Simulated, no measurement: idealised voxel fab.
The following process module bears the name voxel wiring stack.
Displayed cross-section: cut, width of 255 nm, square cells sized 5 nm.
This document writes a cross-section as a grid whose cells are square, and gives it as bands, listed from the top down; one or more rows of cells form a band.
Band: top and bottom heights (nm) first, top before bottom; then materials from left to right, widths in nm. "all across" marks a sole material filling the band edge to edge. "air" denotes empty space.
Ref level 0: as-received wafer is one material below here. Bottom band extends down with no lower bound ("0 -> down").
The two numbers in a width such as "30..40" mark its ends across the band: the first belongs to the top row of cells, the second to the bottom row, and from each row to the next the width moves by the same amount.
"same as before" means the step left every cell of the cross-section as it was.
Listed in "Trapped cavities": every empty space of 8 or more cells without an open way to the top. Form: width x height at distance, the distance being from the left edge, all in nm.
On each step's line, the part that comes after the settings is the simulator's own comment on the step.
overlay nm: where the mask lay relative to plan, measured to the right, on steps with a mask; negatives go left.

[The planned process steps are enumerated hereunder]
| 1 | RECEIVE: material Si |
| 2 | CONFORMAL_DEP: material SiO2, thk nm 10 |
| 3 | DIRECTIONAL_DEP: material TiN, thk nm 5 |
| 4 | DIRECTIONAL_DEP: material Ru, thk nm 25 |
| 5 | PATTERN: tone cover, mask id METAL_1, material resist, width nm 25, pitch nm 55, thk nm 15, overlay nm 0 |
| 6 | DIRECTIONAL_ETCH: etch materials Ru, depth nm 25 |
| 7 | DIRECTIONAL_ETCH: etch materials TiN, depth nm 5 |
| 8 | STRIP: etch materials resist |
| 9 | FILL_DEP: material SiO2, thk nm 5 |
| 10 | CMP: height nm 40 |
| 11 | CONFORMAL_DEP: material SiCN, thk nm 5 |
| 12 | DIRECTIONAL_DEP: material lowk, thk nm 20 |
| 13 | MASKED_ETCH: tone open, mask id PLUG_1, width nm 15, pitch nm 55, etch materials lowk, depth nm 20, overlay nm 0 |
| 14 | MASKED_ETCH: tone open, mask id PLUG_1, width nm 15, pitch nm 55, etch materials SiCN, depth nm 5, overlay nm 0 |
| 15 | CONFORMAL_DEP: material TiN, thk nm 5 |
| 16 | FILL_DEP: material W, thk nm 5 |
| 17 | CMP: height nm 65 |
| 18 | CONFORMAL_DEP: material SiN, thk nm 5 |
| 19 | DIRECTIONAL_DEP: material lowk, thk nm 20 |
| 20 | MASKED_ETCH: tone open, mask id METAL_2, width nm 25, pitch nm 55, etch materials lowk, depth nm 20, overlay nm 0 |
| 21 | MASKED_ETCH: tone open, mask id METAL_2, width nm 25, pitch nm 55, etch materials SiN, depth nm 5, overlay nm 0 |
| 22 | CONFORMAL_DEP: material TiN, thk nm 5 |
| 23 | FILL_DEP: material Cu, thk nm 10 |
| 24 | CMP: height nm 90 |
| 25 | CONFORMAL_DEP: material SiCN, thk nm 5 |
Heads up: all these wafers start the same, and what changes between them is the width nm in step 13. The value you see in the plan is just what the first wafer got.

[Cross-section: the first of several wafers in its as-received state, i.e. following step 1]
	0 -> down  Si all across
	Trapped cavities: none

[Each row below is a wafer at the end of the module, listing for every material the number of cells it has gained (+) or lost (-) since it was received, followed by its closed voids]
width nm 15; +48 Cu; +100 Ru; +90 SiCN; +31 SiN; +288 SiO2; +116 TiN; +16 W; +280 lowk; Trapped cavities: none
width nm 20; +48 Cu; +100 Ru; +90 SiCN; +31 SiN; +288 SiO2; +120 TiN; +28 W; +264 lowk; Trapped cavities: none
width nm 25; +48 Cu; +100 Ru; +90 SiCN; +31 SiN; +288 SiO2; +124 TiN; +40 W; +248 lowk; Trapped cavities: none
width nm 30; +48 Cu; +100 Ru; +90 SiCN; +31 SiN; +288 SiO2; +128 TiN; +52 W; +232 lowk; Trapped cavities: none
